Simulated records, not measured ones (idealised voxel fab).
The process module that follows is named voxel capacitor over wiring.
250 nm wide, 5 nm square cells: that's cross-section cut.
Just so we're on the same page, the cross-sections are grids of square cells, and they're listed out in bands top to bottom, each band one or more rows deep. Look at the band entry: it leads with the top's height and the bottom's height in nm. Then it lists the materials left to right, with a width in nm for each. The word "full width" on a single material says that material fills the band edge to edge. The word "empty" is empty space. The level at which height equals 0 is the one under which the wafer, as it arrives, is entirely one material. No lower edge exists for the bottom band, which continues downward and is notated as in "0 -> down". Width spec "30..40" -> top row of cells at first value, bottom row at second value, equal per-row change in between. No cell of the cross-section changed in a step that is given as "everything unchanged". Entry "Unvented voids". Content: empty spaces with no open connection to the top, size 8 cells or greater. Each: width x height at distance. Distance: from left edge. Unit: nm. If you see something after the settings on a step's line, that's the simulator's own remark about that step. The "overlay nm" setting may appear on a step's line; for a step that uses a mask, it gives how far to the right of its planned position the mask lay, and a negative value indicates the left.
# Process steps - plan
1. RECEIVE | material Si
2. CONFORMAL_DEP | material SiO2 | thk nm 10
3. CONFORMAL_DEP | material SiN | thk nm 5
4. DIRECTIONAL_DEP | material lowk | thk nm 20
5. PATTERN | tone open | mask id METAL_1 | material resist | width nm 20 | pitch nm 90 | thk nm 15 | overlay nm 0
6. DIRECTIONAL_ETCH | etch materials lowk | depth nm 20
7. DIRECTIONAL_ETCH | etch materials SiN | depth nm 5
8. STRIP | etch materials resist
9. CONFORMAL_DEP | material TiN | thk nm 5
10. FILL_DEP | material Ru | thk nm 10
11. CMP | height nm 35
12. EPI | material Ru | thk nm 5
13. FILL_DEP | material SiCN | thk nm 5
14. DIRECTIONAL_DEP | material SiO2 | thk nm 15
15. PATTERN | tone open | mask id PLUG_1 | material resist | width nm 15 | thk nm 15 | overlay nm 0
16. DIRECTIONAL_ETCH | etch materials SiO2 | depth nm 15
17. DIRECTIONAL_ETCH | etch materials SiCN | depth nm 5
18. STRIP | etch materials resist
19. EPI | material Ru | thk nm 10
20. EPI | material Ru | thk nm 10
21. DIRECTIONAL_DEP | material TiN | thk nm 10
22. DIRECTIONAL_DEP | material SiN | thk nm 5
23. DIRECTIONAL_DEP | material TiN | thk nm 10
24. PATTERN | tone cover | mask id UPPER_PLATE | material resist | width nm 75 | thk nm 20 | overlay nm 0
25. DIRECTIONAL_ETCH | etch materials TiN | depth nm 10
26. DIRECTIONAL_ETCH | etch materials SiN | depth nm 5
27. STRIP | etch materials resist
28. PATTERN | tone cover | mask id LOWER_PLATE | material resist | width nm 85 | thk nm 15 | overlay nm 0
29. DIRECTIONAL_ETCH | etch materials TiN | depth nm 10
30. STRIP | etch materials resist
31. FILL_DEP | material SiO2 | thk nm 15
32. CMP | height nm 95
33. PATTERN | tone open | mask id PLUG_2 | material resist | width nm 15 | thk nm 15 | overlay nm 0
34. DIRECTIONAL_ETCH | etch materials SiO2 | depth nm 10
35. STRIP | etch materials resist
36. CONFORMAL_DEP | material TiN | thk nm 5
37. FILL_DEP | material Ru | thk nm 5
38. CMP | height nm 95
39. CONFORMAL_DEP | material SiN | thk nm 5
# This is the cross-section of the wafer as we received it, i.e. after step 1
* 0 -> down | Si full width
* Unvented voids: none
# Cross-section, first of two wafers, end of module, run as planned
* 100 -> 95 | SiN full width
* 95 -> 90 | 85 SiO2 | 5 TiN | 5 Ru | 5 TiN | 150 SiO2
* 90 -> 85 | 85 SiO2 | 15 TiN | 150 SiO2
* 85 -> 75 | 75 SiO2 | 75 TiN | 100 SiO2
* 75 -> 70 | 75 SiO2 | 75 SiN | 100 SiO2
* 70 -> 60 | 70 SiO2 | 85 TiN | 95 SiO2
* 60 -> 45 | 75 SiO2 | 15 Ru | 160 SiO2
* 45 -> 40 | 75 SiCN | 15 Ru | 160 SiCN
* 40 -> 35 | 65 SiCN | 30 Ru | 60 SiCN | 30 Ru | 65 SiCN
* 35 -> 15 | 70 lowk | 5 TiN | 10 Ru | 5 TiN | 70 lowk | 5 TiN | 10 Ru | 5 TiN | 70 lowk
* 15 -> 10 | 70 SiN | 20 TiN | 70 SiN | 20 TiN | 70 SiN
* 10 -> 0 | SiO2 full width
* 0 -> down | Si full width
* Unvented voids: none
# End of module, second wafer, cross-section. Started like the first, planned like the first, run with one mistake
* 100 -> 95 | SiN full width
* 95 -> 90 | 85 SiO2 | 5 TiN | 5 Ru | 5 TiN | 150 SiO2
* 90 -> 85 | 85 SiO2 | 15 TiN | 150 SiO2
* 85 -> 75 | 75 SiO2 | 75 TiN | 100 SiO2
* 75 -> 70 | 75 SiO2 | 75 SiN | 100 SiO2
* 70 -> 60 | 70 SiO2 | 85 TiN | 95 SiO2
* 60 -> 45 | 75 SiO2 | 15 Ru | 160 SiO2
* 45 -> 40 | 75 SiCN | 15 Ru | 160 SiCN
* 40 -> 35 | 65 SiCN | 30 Ru | 60 SiCN | 30 Ru | 65 SiCN
* 35 -> 15 | 70 lowk | 5 TiN | 10 lowk | 5 TiN | 70 lowk | 5 TiN | 10 lowk | 5 TiN | 70 lowk
* 15 -> 10 | 70 SiN | 20 TiN | 70 SiN | 20 TiN | 70 SiN
* 10 -> 0 | SiO2 full width
* 0 -> down | Si full width
* Unvented voids: none
Want to know what went wrong? step 10 was processed under conditions differing from the plan, specifically as FILL_DEP | material lowk | thk nm 10
Cell-count delta at end, second wafer over first, by material: Ru: 16 fewer; lowk: 16 more
